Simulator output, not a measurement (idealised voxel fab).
Process module name: voxel fin reveal
We display cut, a cross-section 185 nm in width whose square cells are each 5 nm.
Reading order for cross-sections: top band down to bottom band. Underlying form: a grid of square cells. Band size: one or more rows of cells.
Each band's line starts with the height of the band's top and of its bottom, in nm. Then come its materials from left to right, each with its width in nm. One material with "full width" fills the band from edge to edge. "empty" is empty space.
Basically, 0 is our baseline, since under it the wafer straight out of the box is all one material. The bottom band has no lower end and keeps on going down, so it looks like "top 0, no bottom".
Read "30 to 40" as a graded width: first number on top, second number at the bottom, same change between each pair of neighbouring rows.
Where a step carries "remained unchanged", the cross-section came out of it unchanged, cell for cell.
Closed empty spaces (no open way to the top) of 8 cells or more are what "Closed empty spaces" lists, each as width x height at distance from the left edge, nm for all three.
Formally, on a step line, whatever follows the settings is a remark that the simulator itself makes on the step.
Each step line may optionally specify "overlay nm", which for a step with a mask gives the rightward distance between the mask's planned place and where it lay, a negative value indicating the leftward direction.

BELOW IS THE LIST OF PLANNED PROCESS STEPS
1) RECEIVE | material Si
2) CONFORMAL_DEP | material SiN | thk nm 10
3) PATTERN | tone cover | mask id FINS | material resist | width nm 15 | pitch nm 40 | thk nm 20 | overlay nm -15
4) DIRECTIONAL_ETCH | etch materials SiN | depth nm 10
5) DIRECTIONAL_ETCH | etch materials Si | depth nm 35
6) STRIP | etch materials resist
7) OXIDIZE | depth nm 5
8) FILL_DEP | material SiO2 | thk nm 10
9) CMP | height nm 10
10) SELECTIVE_ETCH | etch materials SiO2 | depth nm 30
11) STRIP | etch materials SiN
12) CONFORMAL_DEP | material HfO2 | thk nm 5
varied across the wafers: overlay nm of step 3. The plan shows the first wafer's value. All wafers start alike

THE AS-RECEIVED CROSS-SECTION OF THE FIRST OF SEVERAL WAFERS CORRESPONDS TO THE STATE AFTER STEP 1
top 0, no bottom | Si full width
Closed empty spaces: none

PER WAFER (ROW), END OF MODULE: DELTA IN CELLS PER MATERIAL SINCE RECEIPT, (+) FOR GAINED, (-) FOR LOST; CLOSED VOIDS AFTER THAT
overlay nm -15, +53 HfO2, -280 Si, +140 SiO2, Closed empty spaces: none
overlay nm -10, +53 HfO2, -280 Si, +140 SiO2, Closed empty spaces: none
overlay nm -5, +53 HfO2, -280 Si, +140 SiO2, Closed empty spaces: none
overlay nm 0, +53 HfO2, -280 Si, +140 SiO2, Closed empty spaces: none
overlay nm 5, +53 HfO2, -280 Si, +140 SiO2, Closed empty spaces: none
overlay nm 10, +53 HfO2, -280 Si, +140 SiO2, Closed empty spaces: none
overlay nm 15, +53 HfO2, -280 Si, +140 SiO2, Closed empty spaces: none
